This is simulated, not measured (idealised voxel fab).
process module | voxel spacer lines
cross-section cut | 260 nm wide | cells 5 nm
A cross-section is a grid of square cells, given in bands from the top down. A band is one or more rows of cells.
Each band's line starts with the height of the band's top and of its bottom, in nm. Then come its materials from left to right, each with its width in nm. One material with "throughout" fills the band from edge to edge. "air" is empty space.
Height 0 is the level under which the wafer as received is all one material. The lowest band goes on downwards, as in "0 down".
A width such as "30 to 40" changes by the same amount from each row of cells to the next, from the band's top row to its bottom row.
"no change" after a step means that no cell of the cross-section changed.
closed voids: empty space of 8 cells or more with no open way to the top, each as width x height at its distance from the left edge, in nm
after a step's settings: what the simulator itself notes on the step
overlay nm, on a step with a mask: how far to the right of its planned place the mask lay; to the left if negative
plan
1 op RECEIVE | material Si
2 op CONFORMAL_DEP | material SiO2 | thk nm 5
3 op DIRECTIONAL_DEP | material W | thk nm 15
4 op DIRECTIONAL_DEP | material polySi | thk nm 25
5 op PATTERN | tone cover | mask id MANDREL | material resist | width nm 25 | pitch nm 80 | thk nm 30 | overlay nm 0
6 op DIRECTIONAL_ETCH | etch materials polySi | depth nm 25
7 op STRIP | etch materials resist
8 op CONFORMAL_DEP | material SiN | thk nm 15
9 op DIRECTIONAL_ETCH | etch materials SiN | depth nm 15
10 op STRIP | etch materials polySi
11 op DIRECTIONAL_ETCH | etch materials W | depth nm 15
12 op STRIP | etch materials SiN
13 op FILL_DEP | material lowk | thk nm 5
14 op CMP | height nm 20
first wafer, as planned
as received, after step 1
  0 down: Si throughout
  closed voids: none
after step 2
  5 to 0: SiO2 throughout
  below 0: unchanged
after step 3
  20 to 5: W throughout
  below 5: unchanged
after step 4
  45 to 20: polySi throughout
  below 20: unchanged
after step 5
  75 to 45: air 75 | resist 25 | air 55 | resist 25 | air 80
  below 45: unchanged
after step 6
  75 to 45: air 75 | resist 25 | air 55 | resist 25 | air 80
  45 to 20: air 75 | polySi 25 | air 55 | polySi 25 | air 80
  below 20: unchanged
after step 7
  45 to 20: air 75 | polySi 25 | air 55 | polySi 25 | air 80
  below 20: unchanged
after step 8
  60 to 45: air 60 | SiN 55 | air 25 | SiN 55 | air 65
  45 to 35: air 60 | SiN 15 | polySi 25 | SiN 15 | air 25 | SiN 15 | polySi 25 | SiN 15 | air 65
  35 to 20: SiN 75 | polySi 25 | SiN 55 | polySi 25 | SiN 80
  below 20: unchanged
after step 9
  45 to 20: air 60 | SiN 15 | polySi 25 | SiN 15 | air 25 | SiN 15 | polySi 25 | SiN 15 | air 65
  below 20: unchanged
after step 10
  45 to 20: air 60 | SiN 15 | air 25 | SiN 15 | air 25 | SiN 15 | air 25 | SiN 15 | air 65
  below 20: unchanged
after step 11
  45 to 20: air 60 | SiN 15 | air 25 | SiN 15 | air 25 | SiN 15 | air 25 | SiN 15 | air 65
  20 to 5: air 60 | W 15 | air 25 | W 15 | air 25 | W 15 | air 25 | W 15 | air 65
  below 5: unchanged
after step 12
  20 to 5: air 60 | W 15 | air 25 | W 15 | air 25 | W 15 | air 25 | W 15 | air 65
  below 5: unchanged
after step 13
  25 to 20: lowk throughout
  20 to 5: lowk 60 | W 15 | lowk 25 | W 15 | lowk 25 | W 15 | lowk 25 | W 15 | lowk 65
  below 5: unchanged
after step 14
  20 to 5: lowk 60 | W 15 | lowk 25 | W 15 | lowk 25 | W 15 | lowk 25 | W 15 | lowk 65
  below 5: unchanged
second wafer: like start, like plan, one mistake. Through step 8 it matches the first wafer
when step 9 should have ended
  45 to 30: air 75 | polySi 25 | air 55 | polySi 25 | air 80
  30 to 20: air 60 | SiN 15 | polySi 25 | SiN 15 | air 25 | SiN 15 | polySi 25 | SiN 15 | air 65
  below 20: unchanged
when step 10 should have ended
  30 to 20: air 60 | SiN 15 | air 25 | SiN 15 | air 25 | SiN 15 | air 25 | SiN 15 | air 65
  below 20: unchanged
when step 11 should have ended
  30 to 20: air 60 | SiN 15 | air 25 | SiN 15 | air 25 | SiN 15 | air 25 | SiN 15 | air 65
  20 to 5: air 60 | W 15 | air 25 | W 15 | air 25 | W 15 | air 25 | W 15 | air 65
  below 5: unchanged
when step 12 should have ended
  20 to 5: air 60 | W 15 | air 25 | W 15 | air 25 | W 15 | air 25 | W 15 | air 65
  below 5: unchanged
when step 13 should have ended
  25 to 20: lowk throughout
  20 to 5: lowk 60 | W 15 | lowk 25 | W 15 | lowk 25 | W 15 | lowk 25 | W 15 | lowk 65
  below 5: unchanged
when step 14 should have ended
  20 to 5: lowk 60 | W 15 | lowk 25 | W 15 | lowk 25 | W 15 | lowk 25 | W 15 | lowk 65
  below 5: unchanged
what went wrong: step 9 was run twice
at the end the two cross-sections are the same: no effect in what this model computes
